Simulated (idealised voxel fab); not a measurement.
A process module follows: voxel wiring stack.
Each square cell in cross-section cut measures 5 nm, and the section as a whole is 215 nm wide.
Cross-section spec: square-cell grid; bands listed top down; each band is one or more rows.
Heads up on the band format: heights come first, top then bottom, in nm. After that it's the materials left to right, each with its width in nm. A single material flagged "edge to edge" fills the whole band edge to edge, and "air" means there's empty space there.
The level at which height equals 0 is the one under which the wafer, as it arrives, is entirely one material. No lower edge exists for the bottom band, which continues downward and is notated as in "0 -> down".
A width such as "30..40" changes by the same amount from each row of cells to the next, from the band's top row to its bottom row.
Reading "no alterations made" for a step: not a cell of the cross-section changed in it.
Listed in "Trapped cavities": every empty space of 8 or more cells without an open way to the top. Form: width x height at distance, the distance being from the left edge, all in nm.
Text after the settings on a step's line: the simulator's own remark on that step.
Regarding "overlay nm": on a step with a mask, it is the distance the mask lay to the right of its planned place; a negative value places it to the left.

Planned process steps
step 1: RECEIVE, material Si
step 2: CONFORMAL_DEP, material SiO2, thk nm 15
step 3: DIRECTIONAL_DEP, material TiN, thk nm 5
step 4: DIRECTIONAL_DEP, material Ru, thk nm 20
step 5: MASKED_ETCH, tone cover, mask id METAL_1, width nm 25, pitch nm 55, etch materials Ru, depth nm 20, overlay nm 0
step 6: MASKED_ETCH, tone cover, mask id METAL_1, width nm 25, pitch nm 55, etch materials TiN, depth nm 5, overlay nm 0
step 7: CONFORMAL_DEP, material SiN, thk nm 5
step 8: FILL_DEP, material lowk, thk nm 5
step 9: CMP, height nm 40
step 10: CONFORMAL_DEP, material SiCN, thk nm 5
step 11: DIRECTIONAL_DEP, material SiO2, thk nm 30
step 12: PATTERN, tone open, mask id METAL_2, material resist, width nm 25, pitch nm 55, thk nm 15, overlay nm -15
step 13: DIRECTIONAL_ETCH, etch materials SiO2, depth nm 20
step 14: STRIP, etch materials resist
step 15: DIRECTIONAL_DEP, material aC, thk nm 15
step 16: PATTERN, tone open, mask id METAL_2_HOLES, material resist, width nm 15, pitch nm 55, thk nm 30, overlay nm 0
step 17: DIRECTIONAL_ETCH, etch materials aC, depth nm 15
step 18: STRIP, etch materials resist
step 19: DIRECTIONAL_ETCH, etch materials SiO2, depth nm 10
step 20: DIRECTIONAL_ETCH, etch materials SiCN, depth nm 5
step 21: STRIP, etch materials aC
step 22: CONFORMAL_DEP, material TiN, thk nm 5
step 23: FILL_DEP, material Cu, thk nm 10
step 24: CMP, height nm 75
step 25: CONFORMAL_DEP, material SiCN, thk nm 5
Every wafer here starts from the same state; it is the step 12 overlay nm that distinguishes them, and the value the plan gives belongs to the first wafer.

Cross-section: the first of several wafers in its as-received state, i.e. following step 1
  0 -> down = Si edge to edge
  Trapped cavities: none

First wafer of several, cross-section, module end, after step 25 (last)
  80 -> 75 = SiCN edge to edge
  75 -> 65 = 25 nm SiO2; 5 nm TiN; 20..15 nm Cu; 5..10 nm TiN; 25 nm SiO2; 5 nm TiN; 20..15 nm Cu; 5..10 nm TiN; 25 nm SiO2; 5 nm TiN; 20..15 nm Cu; 5..10 nm TiN; 50 nm SiO2
  65 -> 60 = 25 nm SiO2; 5 nm TiN; 15 nm Cu; 5 nm TiN; 30 nm SiO2; 5 nm TiN; 15 nm Cu; 5 nm TiN; 30 nm SiO2; 5 nm TiN; 15 nm Cu; 5 nm TiN; 55 nm SiO2
  60 -> 55 = 25 nm SiO2; 25 nm TiN; 30 nm SiO2; 25 nm TiN; 30 nm SiO2; 25 nm TiN; 55 nm SiO2
  55 -> 45 = 40 nm SiO2; 10 nm TiN; 45 nm SiO2; 10 nm TiN; 45 nm SiO2; 10 nm TiN; 55 nm SiO2
  45 -> 40 = 40 nm SiCN; 10 nm TiN; 45 nm SiCN; 10 nm TiN; 45 nm SiCN; 10 nm TiN; 55 nm SiCN
  40 -> 20 = 35 nm lowk; 5 nm SiN; 25 nm Ru; 5 nm SiN; 20 nm lowk; 5 nm SiN; 25 nm Ru; 5 nm SiN; 20 nm lowk; 5 nm SiN; 25 nm Ru; 5 nm SiN; 35 nm lowk
  20 -> 15 = 40 nm SiN; 25 nm TiN; 30 nm SiN; 25 nm TiN; 30 nm SiN; 25 nm TiN; 40 nm SiN
  15 -> 0 = SiO2 edge to edge
  0 -> down = Si edge to edge
  Trapped cavities: none

last wafer at the end
  80 -> 75 = SiCN edge to edge
  75 -> 65 = 40 nm SiO2; 5..20 nm TiN; 30..15 nm Cu; 5 nm TiN; 15 nm SiO2; 5..20 nm TiN; 30..15 nm Cu; 5 nm TiN; 15 nm SiO2; 5..20 nm TiN; 30..15 nm Cu; 5 nm TiN; 25 nm SiO2
  65 -> 60 = 55 nm SiO2; 5 nm TiN; 15 nm Cu; 5 nm TiN; 30 nm SiO2; 5 nm TiN; 15 nm Cu; 5 nm TiN; 30 nm SiO2; 5 nm TiN; 15 nm Cu; 5 nm TiN; 25 nm SiO2
  60 -> 55 = 55 nm SiO2; 25 nm TiN; 30 nm SiO2; 25 nm TiN; 30 nm SiO2; 25 nm TiN; 25 nm SiO2
  55 -> 45 = SiO2 edge to edge
  45 -> 40 = SiCN edge to edge
  40 -> 20 = 35 nm lowk; 5 nm SiN; 25 nm Ru; 5 nm SiN; 20 nm lowk; 5 nm SiN; 25 nm Ru; 5 nm SiN; 20 nm lowk; 5 nm SiN; 25 nm Ru; 5 nm SiN; 35 nm lowk
  20 -> 15 = 40 nm SiN; 25 nm TiN; 30 nm SiN; 25 nm TiN; 30 nm SiN; 25 nm TiN; 40 nm SiN
  15 -> 0 = SiO2 edge to edge
  0 -> down = Si edge to edge
  Trapped cavities: none

So in this table every wafer gets its own row, and what you see is where it stands at the end of the module: for each material, how many cells it picked up (+) or gave up (-) since we received it, and after that its closed voids
overlay nm -15; +30 Cu; +60 Ru; +80 SiCN; +52 SiN; +309 SiO2; +69 TiN; +88 lowk; Trapped cavities: none
overlay nm -10; +36 Cu; +60 Ru; +77 SiCN; +52 SiN; +309 SiO2; +66 TiN; +88 lowk; Trapped cavities: none
overlay nm -5; +36 Cu; +60 Ru; +77 SiCN; +52 SiN; +309 SiO2; +66 TiN; +88 lowk; Trapped cavities: none
overlay nm 0; +36 Cu; +60 Ru; +77 SiCN; +52 SiN; +309 SiO2; +66 TiN; +88 lowk; Trapped cavities: none
overlay nm 5; +30 Cu; +60 Ru; +80 SiCN; +52 SiN; +309 SiO2; +69 TiN; +88 lowk; Trapped cavities: none
overlay nm 10; +33 Cu; +60 Ru; +83 SiCN; +52 SiN; +309 SiO2; +63 TiN; +88 lowk; Trapped cavities: none
overlay nm 15; +36 Cu; +60 Ru; +86 SiCN; +52 SiN; +309 SiO2; +57 TiN; +88 lowk; Trapped cavities: none
